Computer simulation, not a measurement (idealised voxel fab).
Process module in this document: voxel gate over fins
Xsec cut, 235 nm wide, square cell size 5 nm.
Cross-section = grid of square cells, listed top down in bands; band = one or more rows.
Top, bottom (nm), then materials left to right with widths (nm); lone material tagged "throughout" fills the whole band edge to edge; "blank" = empty space.
Beneath 0, the wafer as received is one material, and that level is where height counting begins. The lowest band goes on downward without a bottom; it is written like "0 -> down".
The expression "30->40" gives the width at the extremes of the band, the first number at its top row of cells and the second at its bottom row, with the width changing by equal amounts from each row to the next in between.
What does "identical to before" mean for a step? It means no cell of the cross-section changed in that step.
"Enclosed void list" means: voids of 8 cells or more that are shut off from the top with no open way through. Written width x height at distance, distance from the left edge, in nm.
On a step's line, text after the settings is the simulator commenting on that step.
overlay nm: for a step with a mask, the amount by which the mask lay right of where it was planned; a negative amount means left of it.
### Planned step list for the process
step 1: RECEIVE [material Si]
step 2: CONFORMAL_DEP [material SiN] [thk nm 10]
step 3: DIRECTIONAL_DEP [material aC] [thk nm 15]
step 4: PATTERN [tone cover] [mask id FINS] [material resist] [width nm 15] [pitch nm 45] [thk nm 35] [overlay nm 0]
step 5: DIRECTIONAL_ETCH [etch materials aC] [depth nm 15]
step 6: STRIP [etch materials resist]
step 7: DIRECTIONAL_ETCH [etch materials SiN] [depth nm 10]
step 8: DIRECTIONAL_ETCH [etch materials Si] [depth nm 40]
step 9: STRIP [etch materials aC]
step 10: OXIDIZE [depth nm 5]
step 11: FILL_DEP [material SiO2] [thk nm 5]
step 12: CMP [height nm 10]
step 13: SELECTIVE_ETCH [etch materials SiO2] [depth nm 20]
step 14: STRIP [etch materials SiN]
step 15: CONFORMAL_DEP [material HfO2] [thk nm 5]
step 16: CONFORMAL_DEP [material TiN] [thk nm 5]
step 17: FILL_DEP [material W] [thk nm 10]
step 18: CMP [height nm 15]
step 19: CONFORMAL_DEP [material SiN] [thk nm 10]
### Shown in cross-section is the wafer as received, that is, as it stands after step 1
* 0 -> down | Si throughout
* Enclosed void list: none
### Cross-sectional image of the first of two wafers at the end of the module, the run having proceeded as planned
* 25 -> 15 | SiN throughout
* 15 -> 10 | W throughout
* 10 -> 5 | 80 of W | 25 of TiN | 20 of W | 25 of TiN | 85 of W
* 5 -> 0 | 80 of W | 5 of TiN | 15 of HfO2 | 5 of TiN | 20 of W | 5 of TiN | 15 of HfO2 | 5 of TiN | 85 of W
* 0 -> -5 | 85 of TiN | 5 of HfO2 | 5 of Si | 5 of HfO2 | 30 of TiN | 5 of HfO2 | 5 of Si | 5 of HfO2 | 90 of TiN
* -5 -> -10 | 90 of HfO2 | 5 of Si | 40 of HfO2 | 5 of Si | 95 of HfO2
* -10 -> -45 | 90 of SiO2 | 5 of Si | 40 of SiO2 | 5 of Si | 95 of SiO2
* -45 -> down | Si throughout
* Enclosed void list: none
### End-of-module cross-section of the second wafer: identical starting point and process plan to the first, with one processing mistake
* 25 -> 15 | SiN throughout
* 15 -> 10 | W throughout
* 10 -> 5 | 80 of W | 25 of TiN | 20 of W | 25 of TiN | 85 of W
* 5 -> 0 | 80 of W | 5 of TiN | 15 of HfO2 | 5 of TiN | 20 of W | 5 of TiN | 15 of HfO2 | 5 of TiN | 85 of W
* 0 -> -5 | 75 of TiN | 5 of W | 5 of TiN | 5 of HfO2 | 5 of Si | 5 of HfO2 | 5 of TiN | 20 of W | 5 of TiN | 5 of HfO2 | 5 of Si | 5 of HfO2 | 5 of TiN | 5 of W | 80 of TiN
* -5 -> -10 | 70 of HfO2 | 5 of TiN | 5 of W | 5 of TiN | 5 of HfO2 | 5 of Si | 5 of HfO2 | 5 of TiN | 20 of W | 5 of TiN | 5 of HfO2 | 5 of Si | 5 of HfO2 | 5 of TiN | 5 of W | 5 of TiN | 75 of HfO2
* -10 -> -15 | 65 of SiO2 | 5 of HfO2 | 15 of TiN | 5 of HfO2 | 5 of Si | 5 of HfO2 | 30 of TiN | 5 of HfO2 | 5 of Si | 5 of HfO2 | 15 of TiN | 5 of HfO2 | 70 of SiO2
* -15 -> -20 | 65 of SiO2 | 25 of HfO2 | 5 of Si | 40 of HfO2 | 5 of Si | 25 of HfO2 | 70 of SiO2
* -20 -> -45 | 90 of SiO2 | 5 of Si | 40 of SiO2 | 5 of Si | 95 of SiO2
* -45 -> down | Si throughout
* Enclosed void list: none
Finding, execution versus plan: steps 13 and 14 swapped
The closing comparison, in cells, has the second wafer with more or fewer of some materials than the first: HfO2 +12; SiO2 -36; TiN +12; W +12
